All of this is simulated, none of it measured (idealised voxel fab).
Name of the process module below: voxel air gaps
cross-section cut | 195 nm wide | cells 5 nm
Think of the cross-section as a grid of square cells. We describe it in bands, top to bottom, and each band covers one or more rows of those cells. Each band's line starts with the height of the band's top and of its bottom, in nm. Then come its materials from left to right, each with its width in nm. One material with "throughout" fills the band from edge to edge. "empty" is empty space. The level at which height equals 0 is the one under which the wafer, as it arrives, is entirely one material. No lower edge exists for the bottom band, which continues downward and is notated as in "0 -> down". The expression "30 to 40" gives the width at the extremes of the band, the first number at its top row of cells and the second at its bottom row, with the width changing by equal amounts from each row to the next in between. Where the words "identical to before" appear for a step, the cross-section shows no cell changed by that step; every cell remained as before. The list in "Fully sealed voids" covers empty spaces of 8 cells or more that cannot reach the top through any open way, and it gives each as width x height at distance; the distance is from the left edge, and width, height and distance are in nm. Heads up: the bit after the settings on a step's line is the simulator's remark on that step. On any step carrying a mask, the "overlay nm" setting, if present on the step's line, tells how far right of its planned place the mask lay; negative values point to the left.

Planned process steps:
1 RECEIVE [material Si]
2 CONFORMAL_DEP [material SiO2] [thk nm 10]
3 CONFORMAL_DEP [material SiN] [thk nm 5]
4 DIRECTIONAL_DEP [material lowk] [thk nm 35]
5 DIRECTIONAL_DEP [material aC] [thk nm 15]
6 PATTERN [tone open] [mask id LINES] [material resist] [width nm 15] [pitch nm 45] [thk nm 30] [overlay nm 0]
7 DIRECTIONAL_ETCH [etch materials aC] [depth nm 15]
8 STRIP [etch materials resist]
9 DIRECTIONAL_ETCH [etch materials lowk] [depth nm 35]
10 STRIP [etch materials aC]
11 CONFORMAL_DEP [material TiN] [thk nm 5]
12 FILL_DEP [material Cu] [thk nm 5]
13 CMP [height nm 50]
14 EPI [material Ru] [thk nm 10]
15 SELECTIVE_ETCH [etch materials lowk] [depth nm 45]
16 CONFORMAL_DEP [material SiN] [thk nm 5]

Run as planned: first of two wafers:

As received (post step 1): cross-section:
- 0 -> down = Si throughout
- Fully sealed voids: none

Upon completion of step 2, the wafer appears in cross-section as shown:
- 10 -> 0 = SiO2 throughout
- Under 0: no change, same as before.

Upon completion of step 3, the wafer appears in cross-section as shown:
- 15 -> 10 = SiN throughout
- Under 10: no change, same as before.

Upon completion of step 4, the wafer appears in cross-section as shown:
- 50 -> 15 = lowk throughout
- Under 15: no change, same as before.

Upon completion of step 5, the wafer appears in cross-section as shown:
- 65 -> 50 = aC throughout
- Under 50: no change, same as before.

Upon completion of step 6, the wafer appears in cross-section as shown:
- 95 -> 65 = 45 nm resist  15 nm empty  30 nm resist  15 nm empty  30 nm resist  15 nm empty  45 nm resist
- Under 65: no change, same as before.

Upon completion of step 7, the wafer appears in cross-section as shown:
- 80 -> 65 = 45 nm resist  15 nm empty  30 nm resist  15 nm empty  30 nm resist  15 nm empty  45 nm resist
- 65 -> 50 = 45 nm aC  15 nm empty  30 nm aC  15 nm empty  30 nm aC  15 nm empty  45 nm aC
- Under 50: no change, same as before.

Upon completion of step 8, the wafer appears in cross-section as shown:
- 65 -> 50 = 45 nm aC  15 nm empty  30 nm aC  15 nm empty  30 nm aC  15 nm empty  45 nm aC
- Under 50: no change, same as before.

Upon completion of step 9, the wafer appears in cross-section as shown:
- 65 -> 50 = 45 nm aC  15 nm empty  30 nm aC  15 nm empty  30 nm aC  15 nm empty  45 nm aC
- 50 -> 15 = 45 nm lowk  15 nm empty  30 nm lowk  15 nm empty  30 nm lowk  15 nm empty  45 nm lowk
- Under 15: no change, same as before.

Upon completion of step 10, the wafer appears in cross-section as shown:
- 50 -> 15 = 45 nm lowk  15 nm empty  30 nm lowk  15 nm empty  30 nm lowk  15 nm empty  45 nm lowk
- Under 15: no change, same as before.

Upon completion of step 11, the wafer appears in cross-section as shown:
- 55 -> 50 = 50 nm TiN  5 nm empty  40 nm TiN  5 nm empty  40 nm TiN  5 nm empty  50 nm TiN
- 50 -> 20 = 45 nm lowk  5 nm TiN  5 nm empty  5 nm TiN  30 nm lowk  5 nm TiN  5 nm empty  5 nm TiN  30 nm lowk  5 nm TiN  5 nm empty  5 nm TiN  45 nm lowk
- 20 -> 15 = 45 nm lowk  15 nm TiN  30 nm lowk  15 nm TiN  30 nm lowk  15 nm TiN  45 nm lowk
- Under 15: no change, same as before.

Upon completion of step 12, the wafer appears in cross-section as shown:
- 60 -> 55 = Cu throughout
- 55 -> 50 = 50 nm TiN  5 nm Cu  40 nm TiN  5 nm Cu  40 nm TiN  5 nm Cu  50 nm TiN
- 50 -> 20 = 45 nm lowk  5 nm TiN  5 nm Cu  5 nm TiN  30 nm lowk  5 nm TiN  5 nm Cu  5 nm TiN  30 nm lowk  5 nm TiN  5 nm Cu  5 nm TiN  45 nm lowk
- Under 20: no change, same as before.

Upon completion of step 13, the wafer appears in cross-section as shown:
- 50 -> 20 = 45 nm lowk  5 nm TiN  5 nm Cu  5 nm TiN  30 nm lowk  5 nm TiN  5 nm Cu  5 nm TiN  30 nm lowk  5 nm TiN  5 nm Cu  5 nm TiN  45 nm lowk
- Under 20: no change, same as before.

Upon completion of step 14, the wafer appears in cross-section as shown:
- 60 -> 50 = 35 nm empty  35 nm Ru  10 nm empty  35 nm Ru  10 nm empty  35 nm Ru  35 nm empty
- Under 50: no change, same as before.

Upon completion of step 15, the wafer appears in cross-section as shown:
- 60 -> 50 = 35 nm empty  35 nm Ru  10 nm empty  35 nm Ru  10 nm empty  35 nm Ru  35 nm empty
- 50 -> 20 = 45 nm empty  5 nm TiN  5 nm Cu  5 nm TiN  30 nm empty  5 nm TiN  5 nm Cu  5 nm TiN  30 nm empty  5 nm TiN  5 nm Cu  5 nm TiN  45 nm empty
- 20 -> 15 = 45 nm empty  15 nm TiN  30 nm empty  15 nm TiN  30 nm empty  15 nm TiN  45 nm empty
- Under 15: no change, same as before.

Upon completion of step 16, the wafer appears in cross-section as shown:
- 65 -> 60 = 30 nm empty  135 nm SiN  30 nm empty
- 60 -> 50 = 30 nm empty  5 nm SiN  35 nm Ru  10 nm SiN  35 nm Ru  10 nm SiN  35 nm Ru  5 nm SiN  30 nm empty
- 50 -> 45 = 30 nm empty  15 nm SiN  5 nm TiN  5 nm Cu  5 nm TiN  30 nm SiN  5 nm TiN  5 nm Cu  5 nm TiN  30 nm SiN  5 nm TiN  5 nm Cu  5 nm TiN  15 nm SiN  30 nm empty
- 45 -> 20 = 40 nm empty  5 nm SiN  5 nm TiN  5 nm Cu  5 nm TiN  5 nm SiN  20 nm empty  5 nm SiN  5 nm TiN  5 nm Cu  5 nm TiN  5 nm SiN  20 nm empty  5 nm SiN  5 nm TiN  5 nm Cu  5 nm TiN  5 nm SiN  40 nm empty
- 20 -> 15 = 45 nm SiN  15 nm TiN  30 nm SiN  15 nm TiN  30 nm SiN  15 nm TiN  45 nm SiN
- Under 15: no change, same as before.
- Fully sealed voids: 20 x 25 at 65; 20 x 25 at 110

Wafer two of two - same starting point, same process plan, one mistake in execution; matches wafer one up to and including step 5:

when step 6 should have ended:
- 95 -> 65 = 35 nm resist  15 nm empty  30 nm resist  15 nm empty  30 nm resist  15 nm empty  55 nm resist
- Under 65: no change, same as before.

when step 7 should have ended:
- 80 -> 65 = 35 nm resist  15 nm empty  30 nm resist  15 nm empty  30 nm resist  15 nm empty  55 nm resist
- 65 -> 50 = 35 nm aC  15 nm empty  30 nm aC  15 nm empty  30 nm aC  15 nm empty  55 nm aC
- Under 50: no change, same as before.

when step 8 should have ended:
- 65 -> 50 = 35 nm aC  15 nm empty  30 nm aC  15 nm empty  30 nm aC  15 nm empty  55 nm aC
- Under 50: no change, same as before.

when step 9 should have ended:
- 65 -> 50 = 35 nm aC  15 nm empty  30 nm aC  15 nm empty  30 nm aC  15 nm empty  55 nm aC
- 50 -> 15 = 35 nm lowk  15 nm empty  30 nm lowk  15 nm empty  30 nm lowk  15 nm empty  55 nm lowk
- Under 15: no change, same as before.

when step 10 should have ended:
- 50 -> 15 = 35 nm lowk  15 nm empty  30 nm lowk  15 nm empty  30 nm lowk  15 nm empty  55 nm lowk
- Under 15: no change, same as before.

when step 11 should have ended:
- 55 -> 50 = 40 nm TiN  5 nm empty  40 nm TiN  5 nm empty  40 nm TiN  5 nm empty  60 nm TiN
- 50 -> 20 = 35 nm lowk  5 nm TiN  5 nm empty  5 nm TiN  30 nm lowk  5 nm TiN  5 nm empty  5 nm TiN  30 nm lowk  5 nm TiN  5 nm empty  5 nm TiN  55 nm lowk
- 20 -> 15 = 35 nm lowk  15 nm TiN  30 nm lowk  15 nm TiN  30 nm lowk  15 nm TiN  55 nm lowk
- Under 15: no change, same as before.

when step 12 should have ended:
- 60 -> 55 = Cu throughout
- 55 -> 50 = 40 nm TiN  5 nm Cu  40 nm TiN  5 nm Cu  40 nm TiN  5 nm Cu  60 nm TiN
- 50 -> 20 = 35 nm lowk  5 nm TiN  5 nm Cu  5 nm TiN  30 nm lowk  5 nm TiN  5 nm Cu  5 nm TiN  30 nm lowk  5 nm TiN  5 nm Cu  5 nm TiN  55 nm lowk
- Under 20: no change, same as before.

when step 13 should have ended:
- 50 -> 20 = 35 nm lowk  5 nm TiN  5 nm Cu  5 nm TiN  30 nm lowk  5 nm TiN  5 nm Cu  5 nm TiN  30 nm lowk  5 nm TiN  5 nm Cu  5 nm TiN  55 nm lowk
- Under 20: no change, same as before.

when step 14 should have ended:
- 60 -> 50 = 25 nm empty  35 nm Ru  10 nm empty  35 nm Ru  10 nm empty  35 nm Ru  45 nm empty
- Under 50: no change, same as before.

when step 15 should have ended:
- 60 -> 50 = 25 nm empty  35 nm Ru  10 nm empty  35 nm Ru  10 nm empty  35 nm Ru  45 nm empty
- 50 -> 20 = 35 nm empty  5 nm TiN  5 nm Cu  5 nm TiN  30 nm empty  5 nm TiN  5 nm Cu  5 nm TiN  30 nm empty  5 nm TiN  5 nm Cu  5 nm TiN  55 nm empty
- 20 -> 15 = 35 nm empty  15 nm TiN  30 nm empty  15 nm TiN  30 nm empty  15 nm TiN  55 nm empty
- Under 15: no change, same as before.

when step 16 should have ended:
- 65 -> 60 = 20 nm empty  135 nm SiN  40 nm empty
- 60 -> 50 = 20 nm empty  5 nm SiN  35 nm Ru  10 nm SiN  35 nm Ru  10 nm SiN  35 nm Ru  5 nm SiN  40 nm empty
- 50 -> 45 = 20 nm empty  15 nm SiN  5 nm TiN  5 nm Cu  5 nm TiN  30 nm SiN  5 nm TiN  5 nm Cu  5 nm TiN  30 nm SiN  5 nm TiN  5 nm Cu  5 nm TiN  15 nm SiN  40 nm empty
- 45 -> 20 = 30 nm empty  5 nm SiN  5 nm TiN  5 nm Cu  5 nm TiN  5 nm SiN  20 nm empty  5 nm SiN  5 nm TiN  5 nm Cu  5 nm TiN  5 nm SiN  20 nm empty  5 nm SiN  5 nm TiN  5 nm Cu  5 nm TiN  5 nm SiN  50 nm empty
- 20 -> 15 = 35 nm SiN  15 nm TiN  30 nm SiN  15 nm TiN  30 nm SiN  15 nm TiN  55 nm SiN
- Under 15: no change, same as before.
- Fully sealed voids: 20 x 25 at 55; 20 x 25 at 100
Against the plan, the run slipped here: step 6 was run on a setting that differed from the plan, and what really ran there is PATTERN [tone open] [mask id LINES] [material resist] [width nm 15] [pitch nm 45] [thk nm 30] [overlay nm -10]
So at the finish, the second wafer's got exactly as many cells of each material as the first, just not in the same spots.
